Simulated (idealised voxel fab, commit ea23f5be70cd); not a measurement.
The process module that follows is named voxel self aligned contacts.
Pictured: cross-section cut, 240 nm wide, on a grid of 5 nm square cells.
This document writes a cross-section as a grid whose cells are square, and gives it as bands, listed from the top down; one or more rows of cells form a band.
A band entry consists of two parts. The first gives the height of the band's top and the height of its bottom, in nm. The rest lists the band's materials from left to right, each with its width in nm. A single material labelled with the word "throughout" fills the band from edge to edge, and the word "empty" marks empty space.
Basically, 0 is our baseline, since under it the wafer straight out of the box is all one material. The bottom band has no lower end and keeps on going down, so it looks like "0 and below".
Width: "30->40" (first number = top row, second number = bottom row, same change from row to row of cells).
"no modification" after a step means that no cell of the cross-section changed.
The entry "Fully sealed cavities" lists the empty spaces that cover at least 8 cells and have no open path to the top. Each is written as width x height at distance, where the distance is measured from the left edge and all three values are in nm.
Read whatever lies past the settings on a step's line as the simulator's own remark about the step.
overlay nm: on a step with a mask, how far right of its planned place the mask lay; negative means left.
These are the steps we planned for the process:
1: RECEIVE [material Si]
2: OXIDIZE [depth nm 5]
3: DIRECTIONAL_DEP [material polySi] [thk nm 30]
4: DIRECTIONAL_DEP [material SiN] [thk nm 20]
5: PATTERN [tone cover] [mask id GATE] [material resist] [width nm 35] [pitch nm 70] [thk nm 15] [overlay nm -15]
6: DIRECTIONAL_ETCH [etch materials SiN] [depth nm 20]
7: DIRECTIONAL_ETCH [etch materials polySi] [depth nm 30]
8: STRIP [etch materials resist]
9: CONFORMAL_DEP [material SiN] [thk nm 10]
10: DIRECTIONAL_ETCH [etch materials SiN] [depth nm 10]
11: FILL_DEP [material SiO2] [thk nm 15]
12: CMP [height nm 60]
13: DIRECTIONAL_DEP [material aC] [thk nm 10]
14: PATTERN [tone open] [mask id CONTACT] [material resist] [width nm 55] [pitch nm 70] [thk nm 30] [overlay nm 0]
15: DIRECTIONAL_ETCH [etch materials aC] [depth nm 10]
16: STRIP [etch materials resist]
17: DIRECTIONAL_ETCH [etch materials SiO2] [depth nm 65]
18: STRIP [etch materials aC]
19: CONFORMAL_DEP [material TiN] [thk nm 5]
20: FILL_DEP [material W] [thk nm 5]
21: CMP [height nm 60]
22: CONFORMAL_DEP [material SiCN] [thk nm 5]
Where the wafers of this document differ is in the overlay nm of step 5; they start out the same, and the plan states the value that applied to the first wafer.
First wafer as received, after step 1:
> 0 and below = Si throughout
> Fully sealed cavities: none
Tabulated below, wafer by wafer, are the end-of-module results: for each material, the number of cells gained (+) or lost (-) relative to the as-received state, followed by the closed voids:
overlay nm -15; -48 Si; +48 SiCN; +204 SiN; +184 SiO2; +70 TiN; +40 W; +126 polySi; Fully sealed cavities: none
overlay nm -10; -48 Si; +48 SiCN; +204 SiN; +184 SiO2; +70 TiN; +40 W; +126 polySi; Fully sealed cavities: none
overlay nm -5; -48 Si; +48 SiCN; +204 SiN; +184 SiO2; +70 TiN; +40 W; +126 polySi; Fully sealed cavities: none
overlay nm 0; -48 Si; +48 SiCN; +204 SiN; +184 SiO2; +70 TiN; +40 W; +126 polySi; Fully sealed cavities: none
overlay nm 5; -48 Si; +48 SiCN; +204 SiN; +184 SiO2; +70 TiN; +40 W; +126 polySi; Fully sealed cavities: none
overlay nm 10; -48 Si; +48 SiCN; +204 SiN; +184 SiO2; +70 TiN; +40 W; +126 polySi; Fully sealed cavities: none
overlay nm 15; -48 Si; +48 SiCN; +204 SiN; +184 SiO2; +70 TiN; +40 W; +126 polySi; Fully sealed cavities: none
